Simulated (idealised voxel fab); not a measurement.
The following is a process module called voxel double patterning.
Shown is cross-section cut, with a width of 290 nm and square cells of size 5 nm.
In this document a cross-section is written as a grid of square cells. It is given as a series of bands, listed from the top down, and a band is one or more rows of cells. Look at the band entry: it leads with the top's height and the bottom's height in nm. Then it lists the materials left to right, with a width in nm for each. The word "throughout" on a single material says that material fills the band edge to edge. The word "empty" is empty space. A quick word on heights: they are counted from 0, and under that level the wafer as it came to us is one material throughout. The lowest band is different from the rest in having no bottom; it simply continues downward, written as in "0 nm and below". Top row gets the first number, bottom row gets the second, and each row in between changes by the same step: that is how a band width like "30..40" works. "no modifications" (step): cross-section cells unchanged, all of them. In the "Enclosed voids" entry, you get each enclosed empty space of 8 cells or more, one with no open way to the top, written width x height at distance, distance from the left edge, in nm. Text after the settings on a step's line: the simulator's own remark on that step. Steps that use a mask can have "overlay nm" on their line. It says how far the mask sat to the right of where it was meant to be. Negative means to the left.

Here's what the planned process steps look like:
1 RECEIVE with material Si
2 CONFORMAL_DEP with material SiO2, thk nm 5
3 DIRECTIONAL_DEP with material TiN, thk nm 10
4 DIRECTIONAL_DEP with material SiCN, thk nm 5
5 MASKED_ETCH with tone open, mask id FIRST, width nm 15, pitch nm 50, etch materials SiCN, depth nm 5, overlay nm 0
6 MASKED_ETCH with tone open, mask id SECOND, width nm 15, pitch nm 50, etch materials SiCN, depth nm 5, overlay nm 0
7 DIRECTIONAL_ETCH with etch materials TiN, depth nm 10
8 STRIP with etch materials SiCN

The following pertains to the first of two wafers, which was processed as planned:

As-received state of the wafer in cross-section, equivalent to post-step 1:
0 nm and below | Si throughout
Enclosed voids: none

Step 2 complete: cross-section through the wafer:
5 nm to 0 nm | SiO2 throughout
For the remainder of the cross-section, below 0, there is no change.

Step 3 complete: cross-section through the wafer:
15 nm to 5 nm | TiN throughout
For the remainder of the cross-section, below 5, there is no change.

Step 4 complete: cross-section through the wafer:
20 nm to 15 nm | SiCN throughout
For the remainder of the cross-section, below 15, there is no change.

Step 5 complete: cross-section through the wafer:
20 nm to 15 nm | SiCN=85; empty=15; SiCN=35; empty=15; SiCN=35; empty=15; SiCN=90
For the remainder of the cross-section, below 15, there is no change.

Step 6 complete: cross-section through the wafer:
20 nm to 15 nm | SiCN=85; empty=15; SiCN=10; empty=15; SiCN=10; empty=15; SiCN=10; empty=15; SiCN=10; empty=15; SiCN=90
For the remainder of the cross-section, below 15, there is no change.

Step 7 complete: cross-section through the wafer:
20 nm to 15 nm | SiCN=85; empty=15; SiCN=10; empty=15; SiCN=10; empty=15; SiCN=10; empty=15; SiCN=10; empty=15; SiCN=90
15 nm to 5 nm | TiN=85; empty=15; TiN=10; empty=15; TiN=10; empty=15; TiN=10; empty=15; TiN=10; empty=15; TiN=90
For the remainder of the cross-section, below 5, there is no change.

Step 8 complete: cross-section through the wafer:
15 nm to 5 nm | TiN=85; empty=15; TiN=10; empty=15; TiN=10; empty=15; TiN=10; empty=15; TiN=10; empty=15; TiN=90
For the remainder of the cross-section, below 5, there is no change.

second wafer: like start, like plan, one mistake. Through step 4 it matches the first wafer:

Second wafer, sectioned view, at step 5's planned end time:
20 nm to 15 nm | SiCN=95; empty=15; SiCN=35; empty=15; SiCN=35; empty=15; SiCN=80
For the remainder of the cross-section, below 15, there is no change.

Second wafer, sectioned view, at step 6's planned end time:
20 nm to 15 nm | SiCN=95; empty=30; SiCN=20; empty=30; SiCN=20; empty=15; SiCN=80
For the remainder of the cross-section, below 15, there is no change.

Second wafer, sectioned view, at step 7's planned end time:
20 nm to 15 nm | SiCN=95; empty=30; SiCN=20; empty=30; SiCN=20; empty=15; SiCN=80
15 nm to 5 nm | TiN=95; empty=30; TiN=20; empty=30; TiN=20; empty=15; TiN=80
For the remainder of the cross-section, below 5, there is no change.

Second wafer, sectioned view, at step 8's planned end time:
15 nm to 5 nm | TiN=95; empty=30; TiN=20; empty=30; TiN=20; empty=15; TiN=80
For the remainder of the cross-section, below 5, there is no change.
Diagnosis: step 5 ran as: MASKED_ETCH with tone open, mask id FIRST, width nm 15, pitch nm 50, etch materials SiCN, depth nm 5, overlay nm 10
Final wafers compared: equal cell tally per material, rearranged layout.
